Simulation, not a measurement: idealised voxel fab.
The following process module bears the name voxel trench capacitor.
The cross-section on display is named cut; it measures 275 nm wide, and its cells are 5 nm squares.
Reading order for cross-sections: top band down to bottom band. Underlying form: a grid of square cells. Band size: one or more rows of cells. The entry gives the band's vertical extent as a top height and a bottom height in nm, then its horizontal make-up as materials from left to right, each with a width in nm. "empty" stands for empty space; a single material marked "throughout" fills the band edge to edge. The reference from which all heights are counted is 0, the level beneath which the as-received wafer is entirely one material; the lowest band, having no lower bound, proceeds downward and is written after the example "z 0 and below". You'd read "30 to 40" like this: the band's top row of cells is as wide as the first number, its bottom row is as wide as the second, and going down, every row changes width by the same amount as the row before did. Step note "left unchanged" = no cross-section cell changed. The entry titled "Closed void inventory" provides the empty spaces that have no open way to the top, restricted to those of 8 cells or more. Each is presented as width x height at distance, the distance being measured from the left edge, with all three in nm. Note: text after step settings on the step line = simulator remark on that step. "overlay nm" on a masked step: distance the mask lay right of its planned place, negative for left.

### So here's the lineup of process steps we planned
1) RECEIVE with material Si
2) CONFORMAL_DEP with material SiN, thk nm 10
3) DIRECTIONAL_DEP with material aC, thk nm 10
4) PATTERN with tone open, mask id TRENCH, material resist, width nm 25, pitch nm 40, thk nm 25, overlay nm 0
5) DIRECTIONAL_ETCH with etch materials aC, depth nm 10
6) STRIP with etch materials resist
7) DIRECTIONAL_ETCH with etch materials SiN, depth nm 10
8) DIRECTIONAL_ETCH with etch materials Si, depth nm 30
9) STRIP with etch materials aC
10) CONFORMAL_DEP with material HfO2, thk nm 5
11) CONFORMAL_DEP with material TiN, thk nm 5
12) FILL_DEP with material W, thk nm 10
13) CMP with height nm 10

### Concerning the first of two wafers, which was run in accordance with the plan

### Cross-section, incoming material, after step 1
    z 0 and below | Si throughout
    Closed void inventory: none

### Wafer xsec, post step 2
    z 10 to 0 | SiN throughout
    Rest of section, below 0: as before.

### Wafer xsec, post step 3
    z 20 to 10 | aC throughout
    Rest of section, below 10: as before.

### Wafer xsec, post step 4
    z 45 to 20 | resist: 105, empty: 25, resist: 15, empty: 25, resist: 105
    Rest of section, below 20: as before.

### Wafer xsec, post step 5
    z 35 to 20 | resist: 105, empty: 25, resist: 15, empty: 25, resist: 105
    z 20 to 10 | aC: 105, empty: 25, aC: 15, empty: 25, aC: 105
    Rest of section, below 10: as before.

### Wafer xsec, post step 6
    z 20 to 10 | aC: 105, empty: 25, aC: 15, empty: 25, aC: 105
    Rest of section, below 10: as before.

### Wafer xsec, post step 7
    z 20 to 10 | aC: 105, empty: 25, aC: 15, empty: 25, aC: 105
    z 10 to 0 | SiN: 105, empty: 25, SiN: 15, empty: 25, SiN: 105
    Rest of section, below 0: as before.

### Wafer xsec, post step 8
    z 20 to 10 | aC: 105, empty: 25, aC: 15, empty: 25, aC: 105
    z 10 to 0 | SiN: 105, empty: 25, SiN: 15, empty: 25, SiN: 105
    z 0 to -30 | Si: 105, empty: 25, Si: 15, empty: 25, Si: 105
    Rest of section, below -30: as before.

### Wafer xsec, post step 9
    z 10 to 0 | SiN: 105, empty: 25, SiN: 15, empty: 25, SiN: 105
    Rest of section, below 0: as before.

### Wafer xsec, post step 10
    z 15 to 10 | HfO2: 110, empty: 15, HfO2: 25, empty: 15, HfO2: 110
    z 10 to 0 | SiN: 105, HfO2: 5, empty: 15, HfO2: 5, SiN: 15, HfO2: 5, empty: 15, HfO2: 5, SiN: 105
    z 0 to -25 | Si: 105, HfO2: 5, empty: 15, HfO2: 5, Si: 15, HfO2: 5, empty: 15, HfO2: 5, Si: 105
    z -25 to -30 | Si: 105, HfO2: 25, Si: 15, HfO2: 25, Si: 105
    Rest of section, below -30: as before.

### Wafer xsec, post step 11
    z 20 to 15 | TiN: 115, empty: 5, TiN: 35, empty: 5, TiN: 115
    z 15 to 10 | HfO2: 110, TiN: 5, empty: 5, TiN: 5, HfO2: 25, TiN: 5, empty: 5, TiN: 5, HfO2: 110
    z 10 to 0 | SiN: 105, HfO2: 5, TiN: 5, empty: 5, TiN: 5, HfO2: 5, SiN: 15, HfO2: 5, TiN: 5, empty: 5, TiN: 5, HfO2: 5, SiN: 105
    z 0 to -20 | Si: 105, HfO2: 5, TiN: 5, empty: 5, TiN: 5, HfO2: 5, Si: 15, HfO2: 5, TiN: 5, empty: 5, TiN: 5, HfO2: 5, Si: 105
    z -20 to -25 | Si: 105, HfO2: 5, TiN: 15, HfO2: 5, Si: 15, HfO2: 5, TiN: 15, HfO2: 5, Si: 105
    Rest of section, below -25: as before.

### Wafer xsec, post step 12
    z 30 to 20 | W throughout
    z 20 to 15 | TiN: 115, W: 5, TiN: 35, W: 5, TiN: 115
    z 15 to 10 | HfO2: 110, TiN: 5, W: 5, TiN: 5, HfO2: 25, TiN: 5, W: 5, TiN: 5, HfO2: 110
    z 10 to 0 | SiN: 105, HfO2: 5, TiN: 5, W: 5, TiN: 5, HfO2: 5, SiN: 15, HfO2: 5, TiN: 5, W: 5, TiN: 5, HfO2: 5, SiN: 105
    z 0 to -20 | Si: 105, HfO2: 5, TiN: 5, W: 5, TiN: 5, HfO2: 5, Si: 15, HfO2: 5, TiN: 5, W: 5, TiN: 5, HfO2: 5, Si: 105
    Rest of section, below -20: as before.

### Wafer xsec, post step 13
    z 10 to 0 | SiN: 105, HfO2: 5, TiN: 5, W: 5, TiN: 5, HfO2: 5, SiN: 15, HfO2: 5, TiN: 5, W: 5, TiN: 5, HfO2: 5, SiN: 105
    Rest of section, below 0: as before.

### Okay, second wafer. Nothing different at the start, nothing different in the plan, just one mistake somewhere in the running. As far as step 11, counting that step, it's the first wafer all over again

### when step 12 should have ended
    z 30 to 20 | SiN throughout
    z 20 to 15 | TiN: 115, SiN: 5, TiN: 35, SiN: 5, TiN: 115
    z 15 to 10 | HfO2: 110, TiN: 5, SiN: 5, TiN: 5, HfO2: 25, TiN: 5, SiN: 5, TiN: 5, HfO2: 110
    z 10 to 0 | SiN: 105, HfO2: 5, TiN: 5, SiN: 5, TiN: 5, HfO2: 5, SiN: 15, HfO2: 5, TiN: 5, SiN: 5, TiN: 5, HfO2: 5, SiN: 105
    z 0 to -20 | Si: 105, HfO2: 5, TiN: 5, SiN: 5, TiN: 5, HfO2: 5, Si: 15, HfO2: 5, TiN: 5, SiN: 5, TiN: 5, HfO2: 5, Si: 105
    Rest of section, below -20: as before.

### when step 13 should have ended
    z 10 to 0 | SiN: 105, HfO2: 5, TiN: 5, SiN: 5, TiN: 5, HfO2: 5, SiN: 15, HfO2: 5, TiN: 5, SiN: 5, TiN: 5, HfO2: 5, SiN: 105
    Rest of section, below 0: as before.
Plan not followed: step 12 did not use the planned setting and instead ran as FILL_DEP with material SiN, thk nm 10
The closing comparison, in cells, has the second wafer with more or fewer of some materials than the first: 12 more of SiN | 12 fewer of W
